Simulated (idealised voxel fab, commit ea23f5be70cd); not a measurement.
process module | voxel plated lines
Section cut is 265 nm wide and gridded with 5 nm square cells.
This document writes a cross-section as a grid whose cells are square, and gives it as bands, listed from the top down; one or more rows of cells form a band. Read a band's entry like this: the first values are the height of its top and the height of its bottom in nm, and what follows is the sequence of materials from left to right, each with its width in nm. Note that "empty" is empty space, and that a single material marked "throughout" reaches across the band from edge to edge. The reference from which all heights are counted is 0, the level beneath which the as-received wafer is entirely one material; the lowest band, having no lower bound, proceeds downward and is written after the example "top 0, no bottom". Top row gets the first number, bottom row gets the second, and each row in between changes by the same step: that is how a band width like "30..40" works. Key: "nothing got changed" - step with no changed cell in the cross-section. Empty spaces counting at least 8 cells and having no open way to the top are listed in "Enclosed void inventory". The notation width x height at distance is used for each, the distance being from the left edge and all three values in nm. On a step's line, text after the settings is the simulator commenting on that step. "overlay nm", when on a step's line for a step with a mask, measures how far to the right of its planned place the mask lay; a negative measure means to the left.

[Process steps (planned)]
1) RECEIVE with material Si
2) CONFORMAL_DEP with material SiO2, thk nm 15
3) DIRECTIONAL_DEP with material TiN, thk nm 5
4) PATTERN with tone open, mask id LINES, material resist, width nm 20, pitch nm 50, thk nm 20, overlay nm 0
5) EPI with material Ru, thk nm 5
6) STRIP with etch materials resist
7) DIRECTIONAL_ETCH with etch materials TiN, depth nm 5
8) CONFORMAL_DEP with material SiN, thk nm 10

[Cross-section: wafer on arrival = after step 1]
  top 0, no bottom | Si throughout
  Enclosed void inventory: none

[Cross-section, first of two wafers, end of module, run as planned]
  top 35, bottom 25 | empty (35) / SiN (40) / empty (10) / SiN (40) / empty (10) / SiN (40) / empty (10) / SiN (40) / empty (40)
  top 25, bottom 20 | SiN (45) / Ru (20) / SiN (30) / Ru (20) / SiN (30) / Ru (20) / SiN (30) / Ru (20) / SiN (50)
  top 20, bottom 15 | SiN (45) / TiN (20) / SiN (30) / TiN (20) / SiN (30) / TiN (20) / SiN (30) / TiN (20) / SiN (50)
  top 15, bottom 0 | SiO2 throughout
  top 0, no bottom | Si throughout
  Enclosed void inventory: none

[Second wafer of the two, sectioned at the end of the module. It began like the first and followed the same plan, but one mistake was made while running it]
  top 35, bottom 25 | empty (25) / SiN (40) / empty (10) / SiN (40) / empty (10) / SiN (40) / empty (10) / SiN (40) / empty (50)
  top 25, bottom 20 | SiN (35) / Ru (20) / SiN (30) / Ru (20) / SiN (30) / Ru (20) / SiN (30) / Ru (20) / SiN (60)
  top 20, bottom 15 | SiN (35) / TiN (20) / SiN (30) / TiN (20) / SiN (30) / TiN (20) / SiN (30) / TiN (20) / SiN (60)
  top 15, bottom 0 | SiO2 throughout
  top 0, no bottom | Si throughout
  Enclosed void inventory: none
Misprocessing identified: for step 4, the planned setting was not used; the step was instead run as PATTERN with tone open, mask id LINES, material resist, width nm 20, pitch nm 50, thk nm 20, overlay nm -10
At the close, every material occupies the same number of cells on the second wafer as on the first, only in different positions.
